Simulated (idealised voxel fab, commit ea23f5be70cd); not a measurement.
Process module under the name voxel capacitor over wiring
Section cut is 205 nm wide and gridded with 5 nm square cells.
Cross-section layout: square cells on a grid; listed as bands, top to bottom; a band spans one or more cell rows. Band: top height; bottom height; in nm. Then, left to right: material with width in nm, for each material. "everywhere": a single material spanning edge to edge. "empty": empty space. Counting heights begins at 0, where everything beneath is, in the wafer as received, one material. The lowest band has no bottom; it goes on downwards, as "from 0 down" shows. So if you see something like "30..40" for the width, read it as the top row of the band sitting at the first number and the bottom row at the second, with every row in between moving by the same amount as the last. What does "stayed the same" mean for a step? It means no cell of the cross-section changed in that step. Each empty space that has no open way to the top and spans at least 8 cells appears under "Enclosed cavities" as width x height at distance, the distance counted from the left edge, all in nm. Whatever follows a step's settings on its line is a remark the simulator itself makes about that step. overlay nm: right-of-plan distance of the mask on a masked step; negative values mean left-of-plan.

-- Listed below are the process steps as planned
1. RECEIVE,material Si
2. CONFORMAL_DEP,material SiO2,thk nm 10
3. CONFORMAL_DEP,material SiCN,thk nm 5
4. DIRECTIONAL_DEP,material lowk,thk nm 25
5. MASKED_ETCH,tone open,mask id METAL_1,width nm 25,pitch nm 90,etch materials lowk,depth nm 25,overlay nm 0
6. MASKED_ETCH,tone open,mask id METAL_1,width nm 25,pitch nm 90,etch materials SiCN,depth nm 5,overlay nm 0
7. CONFORMAL_DEP,material TiN,thk nm 5
8. FILL_DEP,material Cu,thk nm 5
9. CMP,height nm 40
10. CONFORMAL_DEP,material SiCN,thk nm 5
11. DIRECTIONAL_DEP,material lowk,thk nm 10
12. MASKED_ETCH,tone open,mask id PLUG_1,width nm 15,etch materials lowk,depth nm 10,overlay nm 0
13. MASKED_ETCH,tone open,mask id PLUG_1,width nm 15,etch materials SiCN,depth nm 5,overlay nm 0
14. CONFORMAL_DEP,material TiN,thk nm 5
15. FILL_DEP,material Ru,thk nm 5
16. CMP,height nm 55
17. DIRECTIONAL_DEP,material TiN,thk nm 10
18. DIRECTIONAL_DEP,material SiN,thk nm 5
19. DIRECTIONAL_DEP,material TiN,thk nm 10
20. PATTERN,tone cover,mask id UPPER_PLATE,material resist,width nm 70,thk nm 15,overlay nm 0
21. DIRECTIONAL_ETCH,etch materials TiN,depth nm 10
22. DIRECTIONAL_ETCH,etch materials SiN,depth nm 5
23. STRIP,etch materials resist
24. PATTERN,tone cover,mask id LOWER_PLATE,material resist,width nm 80,thk nm 20,overlay nm 0
25. DIRECTIONAL_ETCH,etch materials TiN,depth nm 10
26. STRIP,etch materials resist
27. FILL_DEP,material SiO2,thk nm 20
28. CMP,height nm 95
29. PATTERN,tone open,mask id PLUG_2,material resist,width nm 15,thk nm 20,overlay nm 0
30. DIRECTIONAL_ETCH,etch materials SiO2,depth nm 15
31. STRIP,etch materials resist
32. CONFORMAL_DEP,material TiN,thk nm 5
33. FILL_DEP,material Ru,thk nm 10
34. CMP,height nm 95
35. CONFORMAL_DEP,material SiN,thk nm 5

-- Here's what the wafer looked like in cross-section when it arrived - that's after step 1
from 0 down | Si everywhere
Enclosed cavities: none

-- The module was run from the start shown above using the plan shown above, but one mistake was made doing it; the resulting wafer cross-section is below
from 100 to 95 | SiN everywhere
from 95 to 85 | SiO2 65 nm | TiN 5 nm | Ru 5 nm | TiN 5 nm | SiO2 125 nm
from 85 to 80 | SiO2 65 nm | TiN 15 nm | SiO2 125 nm
from 80 to 70 | SiO2 50 nm | TiN 5 nm | SiO2 70 nm | TiN 5 nm | SiO2 75 nm
from 70 to 65 | SiN 55 nm | SiO2 70 nm | SiN 80 nm
from 65 to 55 | TiN everywhere
from 55 to 45 | lowk 55 nm | TiN 5 nm | Ru 5 nm | TiN 5 nm | lowk 135 nm
from 45 to 40 | SiCN 55 nm | TiN 15 nm | SiCN 135 nm
from 40 to 15 | lowk 45 nm | TiN 5 nm | Cu 15 nm | TiN 5 nm | lowk 65 nm | TiN 5 nm | Cu 15 nm | TiN 5 nm | lowk 45 nm
from 15 to 10 | SiCN 45 nm | TiN 25 nm | SiCN 65 nm | TiN 25 nm | SiCN 45 nm
from 10 to 0 | SiO2 everywhere
from 0 down | Si everywhere
Enclosed cavities: none
Finding, execution versus plan: step 20 was not run as planned; what actually ran was PATTERN,tone open,mask id UPPER_PLATE,material resist,width nm 70,thk nm 15,overlay nm 0
